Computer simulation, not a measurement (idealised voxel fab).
The process module that follows is named voxel local oxidation.
The figure presents cross-section cut, which has a width of 210 nm and is divided into square cells with an edge length of 5 nm.
Think of the cross-section as a grid of square cells. We describe it in bands, top to bottom, and each band covers one or more rows of those cells.
The entry gives the band's vertical extent as a top height and a bottom height in nm, then its horizontal make-up as materials from left to right, each with a width in nm. "air" stands for empty space; a single material marked "throughout" fills the band edge to edge.
Measure heights from 0. That's the level where, below it, the as-received wafer is all one material. The lowest band is bottomless and extends downward; write it as in "0 -> down".
Graded width ("30->40"): value in top row of band = first number; value in bottom row = second number; row-to-row change constant.
Where the words "no alterations made" appear for a step, the cross-section shows no cell changed by that step; every cell remained as before.
Any empty space of 8 cells or more lacking an open way to the top shows up in "Voids, fully enclosed" as width x height at distance, distance from the left edge, in nm.
Where a step's line continues beyond its settings, the continuation is a remark by the simulator itself on that step.
overlay nm: where the mask lay relative to plan, measured to the right, on steps with a mask; negatives go left.

**Planned process steps**
1: RECEIVE [material Si]
2: CONFORMAL_DEP [material SiO2] [thk nm 5]
3: CONFORMAL_DEP [material SiN] [thk nm 10]
4: DIRECTIONAL_DEP [material aC] [thk nm 10]
5: PATTERN [tone cover] [mask id ACTIVE] [material resist] [width nm 125] [thk nm 25] [overlay nm -15]
6: DIRECTIONAL_ETCH [etch materials aC] [depth nm 10]
7: STRIP [etch materials resist]
8: DIRECTIONAL_ETCH [etch materials SiN] [depth nm 10]
9: STRIP [etch materials aC]
10: SELECTIVE_ETCH [etch materials SiO2] [depth nm 5]
11: OXIDIZE [depth nm 15]
12: STRIP [etch materials SiN]
Same starting wafers, different overlay nm at step 5. Plan value belongs to the first wafer.

**Cross-section: the first of several wafers in its as-received state, i.e. following step 1**
  0 -> down  Si throughout
  Voids, fully enclosed: none

**First of several wafers in cross-section at module end, following the final step, step 12**
  5 -> 0  air: 30 | SiO2: 115 | air: 65
  0 -> -15  SiO2: 45 | Si: 85 | SiO2: 80
  -15 -> down  Si throughout
  Voids, fully enclosed: none

**Last wafer of the set, cross-sectioned at end of module**
  5 -> 0  air: 60 | SiO2: 115 | air: 35
  0 -> -15  SiO2: 75 | Si: 85 | SiO2: 50
  -15 -> down  Si throughout
  Voids, fully enclosed: none

**Wafer rows, end of module: cells per material gained (+) or lost (-) since receipt; closed voids last**
overlay nm -15 | -75 Si | +98 SiO2 | Voids, fully enclosed: none
overlay nm -10 | -75 Si | +98 SiO2 | Voids, fully enclosed: none
overlay nm -5 | -75 Si | +98 SiO2 | Voids, fully enclosed: none
overlay nm 0 | -75 Si | +98 SiO2 | Voids, fully enclosed: none
overlay nm 5 | -75 Si | +98 SiO2 | Voids, fully enclosed: none
overlay nm 10 | -75 Si | +98 SiO2 | Voids, fully enclosed: none
overlay nm 15 | -75 Si | +98 SiO2 | Voids, fully enclosed: none
